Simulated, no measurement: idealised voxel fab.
This is a process module. Its name is voxel self aligned vias.
cross-section cut | 185 nm wide | cells 5 nm
A cross-section in this document is a grid of square cells, and it is written down as bands, the top band listed before the ones below it; a band is made up of one or more rows of cells. Top, bottom (nm), then materials left to right with widths (nm); lone material tagged "edge to edge" fills the whole band edge to edge; "air" = empty space. For the purposes of this specification, 0 denotes the height below which the wafer in its as-received condition is composed wholly of one material, and the lowermost band, lacking a lower limit, extends downward without end, as expressed in "top 0, no bottom". A two-number width, for instance "30 to 40", indicates that the width is equal to the first number in the top row of the band and to the second number in the bottom row, and that it changes by a constant amount per row of cells. The designation "nothing was modified", where it is given for a processing step, indicates that no cell of the cross-section was altered in the course of that step. The label "Closed internal cavities" introduces a list of the empty spaces, 8 cells or larger, that have no open way up to the top; each entry in it reads width x height at distance, where the distance is taken from the left edge and all three are stated in nm. Read whatever lies past the settings on a step's line as the simulator's own remark about the step. You can add "overlay nm" to a step's line. For a step with a mask, it describes how far the mask lay to the right of its planned position, and a negative number describes a lay to the left.
**Here's what the planned process steps look like**
1,RECEIVE [material Si]
2,CONFORMAL_DEP [material SiO2] [thk nm 10]
3,CONFORMAL_DEP [material SiCN] [thk nm 5]
4,DIRECTIONAL_DEP [material SiO2] [thk nm 25]
5,MASKED_ETCH [tone open] [mask id LINES] [width nm 20] [pitch nm 70] [etch materials SiO2] [depth nm 25] [overlay nm 0]
6,CONFORMAL_DEP [material TiN] [thk nm 5]
7,FILL_DEP [material Ru] [thk nm 10]
8,CMP [height nm 40]
9,SELECTIVE_ETCH [etch materials W Ru TiN] [depth nm 10]
10,FILL_DEP [material SiN] [thk nm 10]
11,CMP [height nm 40]
12,DIRECTIONAL_DEP [material SiO2] [thk nm 15]
13,DIRECTIONAL_DEP [material aC] [thk nm 10]
14,PATTERN [tone open] [mask id VIAS] [material resist] [width nm 40] [pitch nm 70] [thk nm 25] [overlay nm 0]
15,DIRECTIONAL_ETCH [etch materials aC] [depth nm 10]
16,STRIP [etch materials resist]
17,DIRECTIONAL_ETCH [etch materials SiO2] [depth nm 15]
18,DIRECTIONAL_ETCH [etch materials SiN] [depth nm 10]
19,STRIP [etch materials aC]
20,CONFORMAL_DEP [material TiN] [thk nm 5]
21,FILL_DEP [material Ru] [thk nm 5]
22,CMP [height nm 55]
23,CONFORMAL_DEP [material SiN] [thk nm 5]
**Wafer, first of two, run as planned**
**This is the cross-section of the wafer as we received it, i.e. after step 1**
top 0, no bottom: Si edge to edge
Closed internal cavities: none
**So this is the wafer cross-section right after step 2**
top 10, bottom 0: SiO2 edge to edge
Whatever lies below 0 is exactly as it was before.
**So this is the wafer cross-section right after step 3**
top 15, bottom 10: SiCN edge to edge
Whatever lies below 10 is exactly as it was before.
**So this is the wafer cross-section right after step 4**
top 40, bottom 15: SiO2 edge to edge
Whatever lies below 15 is exactly as it was before.
**So this is the wafer cross-section right after step 5**
top 40, bottom 15: SiO2 (45) / air (20) / SiO2 (50) / air (20) / SiO2 (50)
Whatever lies below 15 is exactly as it was before.
**So this is the wafer cross-section right after step 6**
top 45, bottom 40: TiN (50) / air (10) / TiN (60) / air (10) / TiN (55)
top 40, bottom 20: SiO2 (45) / TiN (5) / air (10) / TiN (5) / SiO2 (50) / TiN (5) / air (10) / TiN (5) / SiO2 (50)
top 20, bottom 15: SiO2 (45) / TiN (20) / SiO2 (50) / TiN (20) / SiO2 (50)
Whatever lies below 15 is exactly as it was before.
**So this is the wafer cross-section right after step 7**
top 55, bottom 45: Ru edge to edge
top 45, bottom 40: TiN (50) / Ru (10) / TiN (60) / Ru (10) / TiN (55)
top 40, bottom 20: SiO2 (45) / TiN (5) / Ru (10) / TiN (5) / SiO2 (50) / TiN (5) / Ru (10) / TiN (5) / SiO2 (50)
Whatever lies below 20 is exactly as it was before.
**So this is the wafer cross-section right after step 8**
top 40, bottom 20: SiO2 (45) / TiN (5) / Ru (10) / TiN (5) / SiO2 (50) / TiN (5) / Ru (10) / TiN (5) / SiO2 (50)
Whatever lies below 20 is exactly as it was before.
**So this is the wafer cross-section right after step 9**
top 40, bottom 30: SiO2 (45) / air (20) / SiO2 (50) / air (20) / SiO2 (50)
Whatever lies below 30 is exactly as it was before.
**So this is the wafer cross-section right after step 10**
top 50, bottom 40: SiN edge to edge
top 40, bottom 30: SiO2 (45) / SiN (20) / SiO2 (50) / SiN (20) / SiO2 (50)
Whatever lies below 30 is exactly as it was before.
**So this is the wafer cross-section right after step 11**
top 40, bottom 30: SiO2 (45) / SiN (20) / SiO2 (50) / SiN (20) / SiO2 (50)
Whatever lies below 30 is exactly as it was before.
**So this is the wafer cross-section right after step 12**
top 55, bottom 40: SiO2 edge to edge
Whatever lies below 40 is exactly as it was before.
**So this is the wafer cross-section right after step 13**
top 65, bottom 55: aC edge to edge
Whatever lies below 55 is exactly as it was before.
**So this is the wafer cross-section right after step 14**
top 90, bottom 65: resist (35) / air (40) / resist (30) / air (40) / resist (40)
Whatever lies below 65 is exactly as it was before.
**So this is the wafer cross-section right after step 15**
top 80, bottom 65: resist (35) / air (40) / resist (30) / air (40) / resist (40)
top 65, bottom 55: aC (35) / air (40) / aC (30) / air (40) / aC (40)
Whatever lies below 55 is exactly as it was before.
**So this is the wafer cross-section right after step 16**
top 65, bottom 55: aC (35) / air (40) / aC (30) / air (40) / aC (40)
Whatever lies below 55 is exactly as it was before.
**So this is the wafer cross-section right after step 17**
top 65, bottom 55: aC (35) / air (40) / aC (30) / air (40) / aC (40)
top 55, bottom 40: SiO2 (35) / air (40) / SiO2 (30) / air (40) / SiO2 (40)
Whatever lies below 40 is exactly as it was before.
**So this is the wafer cross-section right after step 18**
top 65, bottom 55: aC (35) / air (40) / aC (30) / air (40) / aC (40)
top 55, bottom 40: SiO2 (35) / air (40) / SiO2 (30) / air (40) / SiO2 (40)
top 40, bottom 30: SiO2 (45) / air (20) / SiO2 (50) / air (20) / SiO2 (50)
Whatever lies below 30 is exactly as it was before.
**So this is the wafer cross-section right after step 19**
top 55, bottom 40: SiO2 (35) / air (40) / SiO2 (30) / air (40) / SiO2 (40)
Whatever lies below 40 is exactly as it was before.
**So this is the wafer cross-section right after step 20**
top 60, bottom 55: TiN (40) / air (30) / TiN (40) / air (30) / TiN (45)
top 55, bottom 45: SiO2 (35) / TiN (5) / air (30) / TiN (5) / SiO2 (30) / TiN (5) / air (30) / TiN (5) / SiO2 (40)
top 45, bottom 35: SiO2 (35 to 45) / TiN (15 to 5) / air (10) / TiN (15 to 5) / SiO2 (30 to 50) / TiN (15 to 5) / air (10) / TiN (15 to 5) / SiO2 (40 to 50)
top 35, bottom 30: SiO2 (45) / TiN (20) / SiO2 (50) / TiN (20) / SiO2 (50)
Whatever lies below 30 is exactly as it was before.
**So this is the wafer cross-section right after step 21**
top 65, bottom 60: Ru edge to edge
top 60, bottom 55: TiN (40) / Ru (30) / TiN (40) / Ru (30) / TiN (45)
top 55, bottom 45: SiO2 (35) / TiN (5) / Ru (30) / TiN (5) / SiO2 (30) / TiN (5) / Ru (30) / TiN (5) / SiO2 (40)
top 45, bottom 35: SiO2 (35 to 45) / TiN (15 to 5) / Ru (10) / TiN (15 to 5) / SiO2 (30 to 50) / TiN (15 to 5) / Ru (10) / TiN (15 to 5) / SiO2 (40 to 50)
Whatever lies below 35 is exactly as it was before.
**So this is the wafer cross-section right after step 22**
top 55, bottom 45: SiO2 (35) / TiN (5) / Ru (30) / TiN (5) / SiO2 (30) / TiN (5) / Ru (30) / TiN (5) / SiO2 (40)
Whatever lies below 45 is exactly as it was before.
**So this is the wafer cross-section right after step 23**
top 60, bottom 55: SiN edge to edge
Whatever lies below 55 is exactly as it was before.
**Now the other wafer: same start, same recipe, but we messed up one thing when running it. Up to and including step 7 it's the same as the first one**
**Look at the second wafer in cross-section at the time step 8 ought to have finished**
top 30, bottom 20: SiO2 (45) / TiN (5) / Ru (10) / TiN (5) / SiO2 (50) / TiN (5) / Ru (10) / TiN (5) / SiO2 (50)
Whatever lies below 20 is exactly as it was before.
**Look at the second wafer in cross-section at the time step 9 ought to have finished**
top 30, bottom 20: SiO2 (45) / air (20) / SiO2 (50) / air (20) / SiO2 (50)
Whatever lies below 20 is exactly as it was before.
**Look at the second wafer in cross-section at the time step 10 ought to have finished**
top 40, bottom 30: SiN edge to edge
top 30, bottom 20: SiO2 (45) / SiN (20) / SiO2 (50) / SiN (20) / SiO2 (50)
Whatever lies below 20 is exactly as it was before.
Look at the second wafer in cross-section at the time step 11 ought to have finished: nothing was modified
**Look at the second wafer in cross-section at the time step 12 ought to have finished**
top 55, bottom 40: SiO2 edge to edge
Whatever lies below 40 is exactly as it was before.
**Look at the second wafer in cross-section at the time step 13 ought to have finished**
top 65, bottom 55: aC edge to edge
Whatever lies below 55 is exactly as it was before.
**Look at the second wafer in cross-section at the time step 14 ought to have finished**
top 90, bottom 65: resist (35) / air (40) / resist (30) / air (40) / resist (40)
Whatever lies below 65 is exactly as it was before.
**Look at the second wafer in cross-section at the time step 15 ought to have finished**
top 80, bottom 65: resist (35) / air (40) / resist (30) / air (40) / resist (40)
top 65, bottom 55: aC (35) / air (40) / aC (30) / air (40) / aC (40)
Whatever lies below 55 is exactly as it was before.
**Look at the second wafer in cross-section at the time step 16 ought to have finished**
top 65, bottom 55: aC (35) / air (40) / aC (30) / air (40) / aC (40)
Whatever lies below 55 is exactly as it was before.
**Look at the second wafer in cross-section at the time step 17 ought to have finished**
top 65, bottom 55: aC (35) / air (40) / aC (30) / air (40) / aC (40)
top 55, bottom 40: SiO2 (35) / air (40) / SiO2 (30) / air (40) / SiO2 (40)
Whatever lies below 40 is exactly as it was before.
**Look at the second wafer in cross-section at the time step 18 ought to have finished**
top 65, bottom 55: aC (35) / air (40) / aC (30) / air (40) / aC (40)
top 55, bottom 40: SiO2 (35) / air (40) / SiO2 (30) / air (40) / SiO2 (40)
top 40, bottom 30: SiN (35) / air (40) / SiN (30) / air (40) / SiN (40)
Whatever lies below 30 is exactly as it was before.
**Look at the second wafer in cross-section at the time step 19 ought to have finished**
top 55, bottom 40: SiO2 (35) / air (40) / SiO2 (30) / air (40) / SiO2 (40)
Whatever lies below 40 is exactly as it was before.
**Look at the second wafer in cross-section at the time step 20 ought to have finished**
top 60, bottom 55: TiN (40) / air (30) / TiN (40) / air (30) / TiN (45)
top 55, bottom 40: SiO2 (35) / TiN (5) / air (30) / TiN (5) / SiO2 (30) / TiN (5) / air (30) / TiN (5) / SiO2 (40)
top 40, bottom 35: SiN (35) / TiN (5) / air (30) / TiN (5) / SiN (30) / TiN (5) / air (30) / TiN (5) / SiN (40)
top 35, bottom 30: SiN (35) / TiN (40) / SiN (30) / TiN (40) / SiN (40)
Whatever lies below 30 is exactly as it was before.
**Look at the second wafer in cross-section at the time step 21 ought to have finished**
top 65, bottom 60: Ru edge to edge
top 60, bottom 55: TiN (40) / Ru (30) / TiN (40) / Ru (30) / TiN (45)
top 55, bottom 40: SiO2 (35) / TiN (5) / Ru (30) / TiN (5) / SiO2 (30) / TiN (5) / Ru (30) / TiN (5) / SiO2 (40)
top 40, bottom 35: SiN (35) / TiN (5) / Ru (30) / TiN (5) / SiN (30) / TiN (5) / Ru (30) / TiN (5) / SiN (40)
Whatever lies below 35 is exactly as it was before.
**Look at the second wafer in cross-section at the time step 22 ought to have finished**
top 55, bottom 40: SiO2 (35) / TiN (5) / Ru (30) / TiN (5) / SiO2 (30) / TiN (5) / Ru (30) / TiN (5) / SiO2 (40)
Whatever lies below 40 is exactly as it was before.
**Look at the second wafer in cross-section at the time step 23 ought to have finished**
top 60, bottom 55: SiN edge to edge
Whatever lies below 55 is exactly as it was before.
Against the plan, the run slipped here: step 8 ran with different settings than intended, the actual operation and settings being CMP [height nm 30]
at the end the second wafer has, in cells: +8 Ru; +58 SiN; -58 SiO2; -8 TiN
